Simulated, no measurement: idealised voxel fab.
process module | voxel transistor to metal
cross-section cut | 265 nm wide | cells 5 nm
A cross-section is a grid of square cells, given in bands from the top down. A band is one or more rows of cells.
Each band's line starts with the height of the band's top and of its bottom, in nm. Then come its materials from left to right, each with its width in nm. One material with "throughout" fills the band from edge to edge. "air" is empty space.
Height 0 is the level under which the wafer as received is all one material. The lowest band goes on downwards, as in "0 down".
A width such as "30 to 40" changes by the same amount from each row of cells to the next, from the band's top row to its bottom row.
"no change" after a step means that no cell of the cross-section changed.
closed voids: empty space of 8 cells or more with no open way to the top, each as width x height at its distance from the left edge, in nm
after a step's settings: what the simulator itself notes on the step
overlay nm, on a step with a mask: how far to the right of its planned place the mask lay; to the left if negative
plan
1 op RECEIVE | material Si
2 op OXIDIZE | depth nm 5
3 op CONFORMAL_DEP | material SiN | thk nm 10
4 op PATTERN | tone cover | mask id ACTIVE | material resist | width nm 100 | pitch nm 125 | thk nm 20 | overlay nm 0
5 op DIRECTIONAL_ETCH | etch materials SiN | depth nm 10
6 op DIRECTIONAL_ETCH | etch materials SiO2 | depth nm 5
7 op DIRECTIONAL_ETCH | etch materials Si | depth nm 20
8 op STRIP | etch materials resist
9 op OXIDIZE | depth nm 5
10 op FILL_DEP | material SiO2 | thk nm 10
11 op CMP | height nm 10
12 op SELECTIVE_ETCH | etch materials SiO2 | depth nm 10
13 op STRIP | etch materials SiN
14 op SELECTIVE_ETCH | etch materials SiO2 | depth nm 5
15 op OXIDIZE | depth nm 5
16 op DIRECTIONAL_DEP | material polySi | thk nm 30
17 op DIRECTIONAL_DEP | material SiCN | thk nm 10
18 op MASKED_ETCH | tone cover | mask id GATE | width nm 20 | pitch nm 125 | etch materials SiCN | depth nm 20 | overlay nm 0
19 op MASKED_ETCH | tone cover | mask id GATE | width nm 20 | pitch nm 125 | etch materials polySi | depth nm 40 | overlay nm 0
20 op CONFORMAL_DEP | material SiN | thk nm 5
21 op DIRECTIONAL_ETCH | etch materials SiN | depth nm 5
22 op DIRECTIONAL_ETCH | etch materials SiO2 | depth nm 5
23 op EPI | material nSi | thk nm 5
24 op FILL_DEP | material SiO2 | thk nm 5
25 op CMP | height nm 35
26 op DIRECTIONAL_DEP | material SiO2 | thk nm 15
27 op MASKED_ETCH | tone open | mask id CONTACT | width nm 15 | etch materials SiO2 | depth nm 55 | overlay nm 0
28 op CONFORMAL_DEP | material TiN | thk nm 5
29 op FILL_DEP | material W | thk nm 10
30 op CMP | height nm 50
31 op CONFORMAL_DEP | material SiN | thk nm 5
32 op DIRECTIONAL_DEP | material lowk | thk nm 15
33 op PATTERN | tone open | mask id METAL_1 | material resist | width nm 15 | thk nm 15 | overlay nm 0
34 op DIRECTIONAL_ETCH | etch materials lowk | depth nm 15
35 op DIRECTIONAL_ETCH | etch materials SiN | depth nm 5
36 op STRIP | etch materials resist
37 op CONFORMAL_DEP | material TiN | thk nm 5
38 op FILL_DEP | material Ru | thk nm 10
39 op CMP | height nm 70
40 op EPI | material Ru | thk nm 5
41 op FILL_DEP | material SiCN | thk nm 5
42 op DIRECTIONAL_DEP | material lowk | thk nm 35
43 op DIRECTIONAL_DEP | material aC | thk nm 15
44 op PATTERN | tone open | mask id METAL_2 | material resist | width nm 15 | pitch nm 125 | thk nm 30 | overlay nm 0
45 op DIRECTIONAL_ETCH | etch materials aC | depth nm 15
46 op STRIP | etch materials resist
47 op DIRECTIONAL_ETCH | etch materials lowk | depth nm 20
48 op STRIP | etch materials aC
49 op PATTERN | tone open | mask id METAL_2_HOLES | material resist | width nm 15 | pitch nm 125 | thk nm 15 | overlay nm 0
50 op DIRECTIONAL_ETCH | etch materials lowk | depth nm 15
51 op DIRECTIONAL_ETCH | etch materials SiCN | depth nm 5
52 op STRIP | etch materials resist
53 op CONFORMAL_DEP | material TiN | thk nm 5
54 op FILL_DEP | material Ru | thk nm 5
55 op CMP | height nm 115
56 op CONFORMAL_DEP | material SiN | thk nm 5
as received, after step 1
  0 down: Si throughout
  closed voids: none
a wafer at the end: this start, this plan, one mistake
  120 to 115: SiN throughout
  115 to 80: lowk 30 | TiN 5 | Ru 5 | TiN 5 | lowk 110 | TiN 5 | Ru 5 | TiN 5 | lowk 95
  80 to 75: SiCN 30 | TiN 15 | SiCN 110 | TiN 15 | SiCN 95
  75 to 70: SiCN 25 | Ru 25 | SiCN 40 | Ru 25 | SiCN 35 | Ru 25 | SiCN 40 | Ru 25 | SiCN 25
  70 to 55: lowk 30 | TiN 5 | Ru 5 | TiN 5 | lowk 50 | TiN 5 | Ru 5 | TiN 5 | lowk 45 | TiN 5 | Ru 5 | TiN 5 | lowk 50 | TiN 5 | Ru 5 | TiN 5 | lowk 30
  55 to 50: SiN 30 | TiN 15 | SiN 50 | TiN 15 | SiN 45 | TiN 15 | SiN 50 | TiN 15 | SiN 30
  50 to 35: SiO2 30 | TiN 5 | W 5 | TiN 5 | SiO2 50 | TiN 5 | W 5 | TiN 5 | SiO2 45 | TiN 5 | W 5 | TiN 5 | SiO2 50 | TiN 5 | W 5 | TiN 5 | SiO2 30
  35 to 25: SiO2 30 | TiN 5 | W 5 | TiN 5 | SiO2 10 | SiN 5 | SiCN 20 | SiN 5 | SiO2 10 | TiN 5 | W 5 | TiN 5 | SiO2 45 | TiN 5 | W 5 | TiN 5 | SiO2 10 | SiN 5 | SiCN 20 | SiN 5 | SiO2 10 | TiN 5 | W 5 | TiN 5 | SiO2 30
  25 to 0: SiO2 30 | TiN 5 | W 5 | TiN 5 | SiO2 50 | TiN 5 | W 5 | TiN 5 | SiO2 45 | TiN 5 | W 5 | TiN 5 | SiO2 50 | TiN 5 | W 5 | TiN 5 | SiO2 30
  0 to -5: SiO2 30 | TiN 15 | SiO2 50 | TiN 15 | SiO2 45 | TiN 15 | SiO2 50 | TiN 15 | SiO2 30
  -5 to -10: SiO2 throughout
  -10 to -30: SiO2 25 | Si 90 | SiO2 35 | Si 90 | SiO2 25
  -30 down: Si throughout
  closed voids: none
what went wrong: step 16 ran as: op DIRECTIONAL_DEP | material SiO2 | thk nm 30
